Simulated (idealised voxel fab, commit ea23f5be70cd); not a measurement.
Process module under the name voxel plated lines
225 nm wide, 5 nm square cells: that's cross-section cut.
Format of a cross-section: grid, square cells. Given as bands. Order: top down. Band: one or more rows of cells.
Each band's line starts with the height of the band's top and of its bottom, in nm. Then come its materials from left to right, each with its width in nm. One material with "edge to edge" fills the band from edge to edge. "air" is empty space.
Below 0: as-received wafer, all one material; heights counted from there. Lowest band: no bottom, goes on down, written "0 nm and below".
A width such as "30 to 40" changes by the same amount from each row of cells to the next, from the band's top row to its bottom row.
The cross-section has no changed cell in any step marked "no alterations made".
You'll see "Voids lacking openings" listing empty spaces that have no way open to the top, as long as they're 8 cells or more; the notation is width x height at distance, where the distance is from the left edge, and all of it is in nm.
That trailing text on a step's line, after the settings, is the simulator's own remark on the step.
A step's line can hold "overlay nm"; with a mask on that step, the setting says how far right of the planned place the mask lay, while a negative setting says it lay to the left.

THIS SECTION LISTS THE PROCESS STEPS THAT WERE PLANNED
1,RECEIVE [material Si]
2,CONFORMAL_DEP [material Al2O3] [thk nm 10]
3,DIRECTIONAL_DEP [material TiN] [thk nm 5]
4,PATTERN [tone open] [mask id LINES] [material resist] [width nm 15] [pitch nm 40] [thk nm 30] [overlay nm 0]
5,EPI [material Ru] [thk nm 5]
6,EPI [material Ru] [thk nm 5]
7,STRIP [etch materials resist]
8,DIRECTIONAL_ETCH [etch materials TiN] [depth nm 5]
9,CONFORMAL_DEP [material SiO2] [thk nm 10]

FIRST WAFER OF TWO (RUN AS PLANNED)

AS-RECEIVED WAFER CROSS-SECTION (AFTER STEP 1)
- 0 nm and below | Si edge to edge
- Voids lacking openings: none

CROSS-SECTION: WAFER STATE AFTER STEP 2
- 10 nm to 0 nm | Al2O3 edge to edge
- Under 0: no change, same as before.

CROSS-SECTION: WAFER STATE AFTER STEP 3
- 15 nm to 10 nm | TiN edge to edge
- Under 10: no change, same as before.

CROSS-SECTION: WAFER STATE AFTER STEP 4
- 45 nm to 15 nm | 85 of resist; 15 of air; 25 of resist; 15 of air; 85 of resist
- Under 15: no change, same as before.

CROSS-SECTION: WAFER STATE AFTER STEP 5
- 45 nm to 20 nm | 85 of resist; 15 of air; 25 of resist; 15 of air; 85 of resist
- 20 nm to 15 nm | 85 of resist; 15 of Ru; 25 of resist; 15 of Ru; 85 of resist
- Under 15: no change, same as before.

CROSS-SECTION: WAFER STATE AFTER STEP 6
- 45 nm to 25 nm | 85 of resist; 15 of air; 25 of resist; 15 of air; 85 of resist
- 25 nm to 15 nm | 85 of resist; 15 of Ru; 25 of resist; 15 of Ru; 85 of resist
- Under 15: no change, same as before.

CROSS-SECTION: WAFER STATE AFTER STEP 7
- 25 nm to 15 nm | 85 of air; 15 of Ru; 25 of air; 15 of Ru; 85 of air
- Under 15: no change, same as before.

CROSS-SECTION: WAFER STATE AFTER STEP 8
- 25 nm to 15 nm | 85 of air; 15 of Ru; 25 of air; 15 of Ru; 85 of air
- 15 nm to 10 nm | 85 of air; 15 of TiN; 25 of air; 15 of TiN; 85 of air
- Under 10: no change, same as before.

CROSS-SECTION: WAFER STATE AFTER STEP 9
- 35 nm to 25 nm | 75 of air; 35 of SiO2; 5 of air; 35 of SiO2; 75 of air
- 25 nm to 20 nm | 75 of air; 10 of SiO2; 15 of Ru; 10 of SiO2; 5 of air; 10 of SiO2; 15 of Ru; 10 of SiO2; 75 of air
- 20 nm to 15 nm | 85 of SiO2; 15 of Ru; 25 of SiO2; 15 of Ru; 85 of SiO2
- 15 nm to 10 nm | 85 of SiO2; 15 of TiN; 25 of SiO2; 15 of TiN; 85 of SiO2
- Under 10: no change, same as before.

COMPANION WAFER, THE SECOND OF TWO: SAME BEGINNING, SAME INTENDED SEQUENCE, ONE MISTAKE IN CARRYING IT OUT; THROUGH STEP 6 INCLUSIVE IT TRACKS THE FIRST EXACTLY

AT THE PLANNED END OF STEP 7, THE SECOND WAFER IN CROSS-SECTION
- 25 nm to 15 nm | 85 of air; 15 of Ru; 25 of air; 15 of Ru; 85 of air
- Under 15: no change, same as before.

AT THE PLANNED END OF STEP 8, THE SECOND WAFER IN CROSS-SECTION
- 25 nm to 15 nm | 85 of air; 15 of Ru; 25 of air; 15 of Ru; 85 of air
- 15 nm to 10 nm | 85 of air; 15 of TiN; 25 of air; 15 of TiN; 85 of air
- Under 10: no change, same as before.

AT THE PLANNED END OF STEP 9, THE SECOND WAFER IN CROSS-SECTION
- 35 nm to 25 nm | 75 of air; 35 of SiO2; 5 of air; 35 of SiO2; 75 of air
- 25 nm to 20 nm | 75 of air; 10 of SiO2; 15 of Ru; 10 of SiO2; 5 of air; 10 of SiO2; 15 of Ru; 10 of SiO2; 75 of air
- 20 nm to 15 nm | 85 of SiO2; 15 of Ru; 25 of SiO2; 15 of Ru; 85 of SiO2
- 15 nm to 10 nm | 85 of SiO2; 15 of TiN; 25 of SiO2; 15 of TiN; 85 of SiO2
- Under 10: no change, same as before.
Diagnosis: the plan had its step 7 run twice
The final cross-section is the same for the two wafers, so this model computes the same thing whether or not the mistake was made.
